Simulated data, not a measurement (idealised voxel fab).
Process module heading - voxel wiring stack
Shown is cross-section cut, with a width of 185 nm and square cells of size 5 nm.
Throughout this document, each cross-section is represented as a grid of square cells and is presented as a sequence of bands enumerated from the top downward, where a band comprises one or more rows of cells.
First you get the band's top height and its bottom height, in nm, and then the materials it's made of, left to right, with each width in nm. If you see a single material with "all across", that one covers the band edge to edge. "empty" is empty space.
Height datum 0, below which the as-received substrate wafer is one material. Lowest band open at the bottom, running downward: "0 -> down".
A two-number width, for instance "30->40", indicates that the width is equal to the first number in the top row of the band and to the second number in the bottom row, and that it changes by a constant amount per row of cells.
The designation "nothing changed", where it is given for a processing step, indicates that no cell of the cross-section was altered in the course of that step.
Enclosed voids (no open way to top), threshold 8 cells or more, entry "Trapped voids", notation width x height at distance, distance from left edge, nm.
Where a step's line continues beyond its settings, the continuation is a remark by the simulator itself on that step.
The setting "overlay nm" may be written on the line of a step. When the step uses a mask, the value reports how far to the right of the planned place the mask lay, and a negative value reports that it lay to the left.

[Process steps - plan]
1. RECEIVE, material Si
2. CONFORMAL_DEP, material SiO2, thk nm 10
3. CONFORMAL_DEP, material SiN, thk nm 5
4. DIRECTIONAL_DEP, material SiO2, thk nm 25
5. MASKED_ETCH, tone open, mask id METAL_1, width nm 20, pitch nm 45, etch materials SiO2, depth nm 25, overlay nm 0
6. MASKED_ETCH, tone open, mask id METAL_1, width nm 20, pitch nm 45, etch materials SiN, depth nm 5, overlay nm 0
7. CONFORMAL_DEP, material TiN, thk nm 5
8. FILL_DEP, material Cu, thk nm 5
9. CMP, height nm 40
10. EPI, material Ru, thk nm 5
11. FILL_DEP, material SiCN, thk nm 5
12. DIRECTIONAL_DEP, material lowk, thk nm 30
13. DIRECTIONAL_DEP, material aC, thk nm 10
14. PATTERN, tone open, mask id METAL_2_HOLES, material resist, width nm 15, pitch nm 45, thk nm 30, overlay nm 0
15. DIRECTIONAL_ETCH, etch materials aC, depth nm 10
16. STRIP, etch materials resist
17. DIRECTIONAL_ETCH, etch materials lowk, depth nm 30
18. STRIP, etch materials aC
19. MASKED_ETCH, tone open, mask id METAL_2, width nm 20, pitch nm 45, etch materials lowk, depth nm 10, overlay nm 0
20. MASKED_ETCH, tone open, mask id METAL_2, width nm 20, pitch nm 45, etch materials SiCN, depth nm 5, overlay nm 0
21. CONFORMAL_DEP, material TiN, thk nm 5
22. FILL_DEP, material Cu, thk nm 10
23. CMP, height nm 80
24. CONFORMAL_DEP, material SiN, thk nm 5
All wafers enter the flow in the same state. The depth nm at step 19 differs from wafer to wafer, and the plan gives the value for the first wafer.

[Cross-section of the first of several wafers on receipt, reflecting completion of step 1]
  0 -> down = Si all across
  Trapped voids: none

[Quick key for the table: a row per wafer, taken at the end of the module. For each material it tells you how many cells the wafer gained (+) or lost (-) since it came in, and the closed voids come after]
depth nm 10; +68 Cu; +24 Ru; +38 SiCN; +58 SiN; +179 SiO2; +120 TiN; +142 lowk; Trapped voids: none
depth nm 15; +72 Cu; +24 Ru; +38 SiCN; +58 SiN; +179 SiO2; +120 TiN; +138 lowk; Trapped voids: none
depth nm 20; +76 Cu; +24 Ru; +38 SiCN; +58 SiN; +179 SiO2; +120 TiN; +134 lowk; Trapped voids: none
depth nm 25; +80 Cu; +24 Ru; +38 SiCN; +58 SiN; +179 SiO2; +120 TiN; +130 lowk; Trapped voids: none
depth nm 30; +88 Cu; +24 Ru; +34 SiCN; +58 SiN; +179 SiO2; +120 TiN; +126 lowk; Trapped voids: none
depth nm 35; +88 Cu; +24 Ru; +34 SiCN; +58 SiN; +179 SiO2; +120 TiN; +126 lowk; Trapped voids: none
